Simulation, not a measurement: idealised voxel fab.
The process module presented herein is designated voxel released beams.
Square cells of 5 nm make up the cross-section cut, whose width is 155 nm.
A cross-section is written here as square cells arranged in a grid, and it is given in bands from the top down, each band taking up one or more rows of cells. The band entry comprises the height of the band's top followed by the height of its bottom, expressed in nm, and subsequently the band's materials from left to right, each stated together with its width in nm. Where a single material is marked with the word "edge to edge", that material fills the band from edge to edge. The word "blank" represents empty space. Where do heights start? At 0: under that level the wafer as delivered is made of one material only. And the lowest band has no floor; it just carries on downward, as in "from 0 down". Top row gets the first number, bottom row gets the second, and each row in between changes by the same step: that is how a band width like "30..40" works. Step note "nothing altered" = no cross-section cell changed. You'll see "Enclosed cavity list" listing empty spaces that have no way open to the top, as long as they're 8 cells or more; the notation is width x height at distance, where the distance is from the left edge, and all of it is in nm. That trailing text on a step's line, after the settings, is the simulator's own remark on the step. The setting "overlay nm" may be written on the line of a step. When the step uses a mask, the value reports how far to the right of the planned place the mask lay, and a negative value reports that it lay to the left.

# plan
1,RECEIVE, material Si
2,CONFORMAL_DEP, material SiN, thk nm 10
3,DIRECTIONAL_DEP, material SiO2, thk nm 20
4,MASKED_ETCH, tone open, mask id ANCHOR, width nm 45, etch materials SiO2, depth nm 20, overlay nm 0
5,CONFORMAL_DEP, material polySi, thk nm 15
6,PATTERN, tone cover, mask id BEAM, material resist, width nm 100, thk nm 15, overlay nm 0
7,DIRECTIONAL_ETCH, etch materials polySi, depth nm 15
8,STRIP, etch materials resist
9,STRIP, etch materials SiO2

# First out of two wafers; run went to plan

# Wafer cross-section on receipt, i.e. after step 1
* from 0 down: Si edge to edge
* Enclosed cavity list: none

# Cross-section: wafer state after step 2
* from 10 to 0: SiN edge to edge
* Under 0: no change, same as before.

# Cross-section: wafer state after step 3
* from 30 to 10: SiO2 edge to edge
* Under 10: no change, same as before.

# Cross-section: wafer state after step 4
* from 30 to 10: SiO2 30 nm / blank 45 nm / SiO2 80 nm
* Under 10: no change, same as before.

# Cross-section: wafer state after step 5
* from 45 to 30: polySi 45 nm / blank 15 nm / polySi 95 nm
* from 30 to 25: SiO2 30 nm / polySi 15 nm / blank 15 nm / polySi 15 nm / SiO2 80 nm
* from 25 to 10: SiO2 30 nm / polySi 45 nm / SiO2 80 nm
* Under 10: no change, same as before.

# Cross-section: wafer state after step 6
* from 60 to 45: blank 25 nm / resist 100 nm / blank 30 nm
* from 45 to 30: polySi 45 nm / resist 15 nm / polySi 95 nm
* from 30 to 25: SiO2 30 nm / polySi 15 nm / resist 15 nm / polySi 15 nm / SiO2 80 nm
* Under 25: no change, same as before.

# Cross-section: wafer state after step 7
* from 60 to 45: blank 25 nm / resist 100 nm / blank 30 nm
* from 45 to 30: blank 25 nm / polySi 20 nm / resist 15 nm / polySi 65 nm / blank 30 nm
* Under 30: no change, same as before.

# Cross-section: wafer state after step 8
* from 45 to 30: blank 25 nm / polySi 20 nm / blank 15 nm / polySi 65 nm / blank 30 nm
* from 30 to 25: SiO2 30 nm / polySi 15 nm / blank 15 nm / polySi 15 nm / SiO2 80 nm
* Under 25: no change, same as before.

# Cross-section: wafer state after step 9
* from 45 to 30: blank 25 nm / polySi 20 nm / blank 15 nm / polySi 65 nm / blank 30 nm
* from 30 to 25: blank 30 nm / polySi 15 nm / blank 15 nm / polySi 15 nm / blank 80 nm
* from 25 to 10: blank 30 nm / polySi 45 nm / blank 80 nm
* Under 10: no change, same as before.

# Wafer two. Same start, same plan, one slip in execution. Same as wafer one through step 1, inclusive

What the second wafer looks like in cross-section when step 2 should have wrapped up: nothing altered

# What the second wafer looks like in cross-section when step 3 should have wrapped up
* from 20 to 0: SiO2 edge to edge
* Under 0: no change, same as before.

# What the second wafer looks like in cross-section when step 4 should have wrapped up
* from 20 to 0: SiO2 30 nm / blank 45 nm / SiO2 80 nm
* Under 0: no change, same as before.

# What the second wafer looks like in cross-section when step 5 should have wrapped up
* from 35 to 20: polySi 45 nm / blank 15 nm / polySi 95 nm
* from 20 to 15: SiO2 30 nm / polySi 15 nm / blank 15 nm / polySi 15 nm / SiO2 80 nm
* from 15 to 0: SiO2 30 nm / polySi 45 nm / SiO2 80 nm
* Under 0: no change, same as before.

# What the second wafer looks like in cross-section when step 6 should have wrapped up
* from 50 to 35: blank 25 nm / resist 100 nm / blank 30 nm
* from 35 to 20: polySi 45 nm / resist 15 nm / polySi 95 nm
* from 20 to 15: SiO2 30 nm / polySi 15 nm / resist 15 nm / polySi 15 nm / SiO2 80 nm
* Under 15: no change, same as before.

# What the second wafer looks like in cross-section when step 7 should have wrapped up
* from 50 to 35: blank 25 nm / resist 100 nm / blank 30 nm
* from 35 to 20: blank 25 nm / polySi 20 nm / resist 15 nm / polySi 65 nm / blank 30 nm
* Under 20: no change, same as before.

# What the second wafer looks like in cross-section when step 8 should have wrapped up
* from 35 to 20: blank 25 nm / polySi 20 nm / blank 15 nm / polySi 65 nm / blank 30 nm
* from 20 to 15: SiO2 30 nm / polySi 15 nm / blank 15 nm / polySi 15 nm / SiO2 80 nm
* Under 15: no change, same as before.

# What the second wafer looks like in cross-section when step 9 should have wrapped up
* from 35 to 20: blank 25 nm / polySi 20 nm / blank 15 nm / polySi 65 nm / blank 30 nm
* from 20 to 15: blank 30 nm / polySi 15 nm / blank 15 nm / polySi 15 nm / blank 80 nm
* from 15 to 0: blank 30 nm / polySi 45 nm / blank 80 nm
* Under 0: no change, same as before.
what went wrong: step 2 of the plan did not run at all; it was left out
Wafer comparison, final, in cells, second relative to first, materials more or fewer: 62 fewer of SiN
